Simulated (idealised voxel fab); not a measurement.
The following is a process module called voxel gate over fins.
Section cut is 290 nm wide and gridded with 5 nm square cells.
This document writes a cross-section as a grid whose cells are square, and gives it as bands, listed from the top down; one or more rows of cells form a band.
What a band's entry tells you: where the top is and where the bottom is, as heights in nm, and after that what lies inside, material by material from left to right, each with its width in nm. Empty space is written as the word "blank", and a single material marked with the word "everywhere" occupies the band from edge to edge.
The reference from which all heights are counted is 0, the level beneath which the as-received wafer is entirely one material; the lowest band, having no lower bound, proceeds downward and is written after the example "0 -> down".
Width: "30..40" (first number = top row, second number = bottom row, same change from row to row of cells).
Any step labelled "everything unchanged" changed none of the cells in the cross-section.
"Closed cavities" specifies each empty space that is not open to the top and that occupies no fewer than 8 cells, using the form width x height at distance, the distance measured from the left edge and all three quantities in nm.
Read whatever lies past the settings on a step's line as the simulator's own remark about the step.
Among the settings permitted on a step's line is "overlay nm"; applied to a step with a mask, it specifies the extent to which the mask lay to the right of its planned position, whereas a negative figure signifies a position to the left.

-- Planned process steps
- 1: RECEIVE (material Si)
- 2: CONFORMAL_DEP (material SiN; thk nm 5)
- 3: MASKED_ETCH (tone cover; mask id FINS; width nm 15; pitch nm 35; etch materials SiN; depth nm 5; overlay nm -15)
- 4: MASKED_ETCH (tone cover; mask id FINS; width nm 15; pitch nm 35; etch materials Si; depth nm 35; overlay nm 0)
- 5: FILL_DEP (material SiO2; thk nm 10)
- 6: CMP (height nm 5)
- 7: SELECTIVE_ETCH (etch materials SiO2; depth nm 20)
- 8: STRIP (etch materials SiN)
- 9: CONFORMAL_DEP (material HfO2; thk nm 5)
- 10: CONFORMAL_DEP (material TiN; thk nm 5)
- 11: FILL_DEP (material W; thk nm 10)
- 12: CMP (height nm 15)
- 13: CONFORMAL_DEP (material SiN; thk nm 5)
Don't read the plan's overlay nm for step 3 as applying to every wafer: that's the first wafer's value, and the wafers differ in it, though they all start identical.

-- first wafer as received, after step 1
* 0 -> down: Si everywhere
* Closed cavities: none

-- First wafer of several, cross-section, module end, after step 13 (last)
* 20 -> 15: SiN everywhere
* 15 -> 10: W everywhere
* 10 -> 5: 75 of W  120 of TiN  95 of W
* 5 -> 0: 75 of W  5 of TiN  110 of HfO2  5 of TiN  95 of W
* 0 -> -5: 75 of W  5 of TiN  5 of HfO2  30 of Si  5 of HfO2  30 of Si  5 of HfO2  30 of Si  5 of HfO2  5 of TiN  95 of W
* -5 -> -10: 80 of TiN  5 of HfO2  30 of Si  5 of HfO2  30 of Si  5 of HfO2  30 of Si  5 of HfO2  100 of TiN
* -10 -> -15: 85 of HfO2  30 of Si  5 of HfO2  30 of Si  5 of HfO2  30 of Si  105 of HfO2
* -15 -> -35: 85 of SiO2  30 of Si  5 of SiO2  30 of Si  5 of SiO2  30 of Si  105 of SiO2
* -35 -> down: Si everywhere
* Closed cavities: none

-- At the end of the module, the last of several wafers in cross-section
* 20 -> 15: SiN everywhere
* 15 -> 10: W everywhere
* 10 -> 5: 90 of W  120 of TiN  80 of W
* 5 -> 0: 90 of W  5 of TiN  110 of HfO2  5 of TiN  80 of W
* 0 -> -5: 90 of W  5 of TiN  5 of HfO2  30 of Si  5 of HfO2  30 of Si  5 of HfO2  30 of Si  5 of HfO2  5 of TiN  80 of W
* -5 -> -10: 95 of TiN  5 of HfO2  30 of Si  5 of HfO2  30 of Si  5 of HfO2  30 of Si  5 of HfO2  85 of TiN
* -10 -> -15: 100 of HfO2  30 of Si  5 of HfO2  30 of Si  5 of HfO2  30 of Si  90 of HfO2
* -15 -> -35: 100 of SiO2  30 of Si  5 of SiO2  30 of Si  5 of SiO2  30 of Si  90 of SiO2
* -35 -> down: Si everywhere
* Closed cavities: none

-- Where each wafer stands at the end of the module, a row apiece: cells of each material gained (+) or lost (-) since it was received, then closed voids
overlay nm -15 | +70 HfO2 | -280 Si | +58 SiN | +160 SiO2 | +64 TiN | +160 W | Closed cavities: none
overlay nm -10 | +76 HfO2 | -301 Si | +58 SiN | +172 SiO2 | +64 TiN | +163 W | Closed cavities: none
overlay nm -5 | +76 HfO2 | -322 Si | +58 SiN | +184 SiO2 | +70 TiN | +166 W | Closed cavities: none
overlay nm 0 | +76 HfO2 | -343 Si | +58 SiN | +196 SiO2 | +76 TiN | +169 W | Closed cavities: none
overlay nm 5 | +76 HfO2 | -322 Si | +58 SiN | +184 SiO2 | +70 TiN | +166 W | Closed cavities: none
overlay nm 10 | +76 HfO2 | -301 Si | +58 SiN | +172 SiO2 | +64 TiN | +163 W | Closed cavities: none
overlay nm 15 | +70 HfO2 | -280 Si | +58 SiN | +160 SiO2 | +64 TiN | +160 W | Closed cavities: none
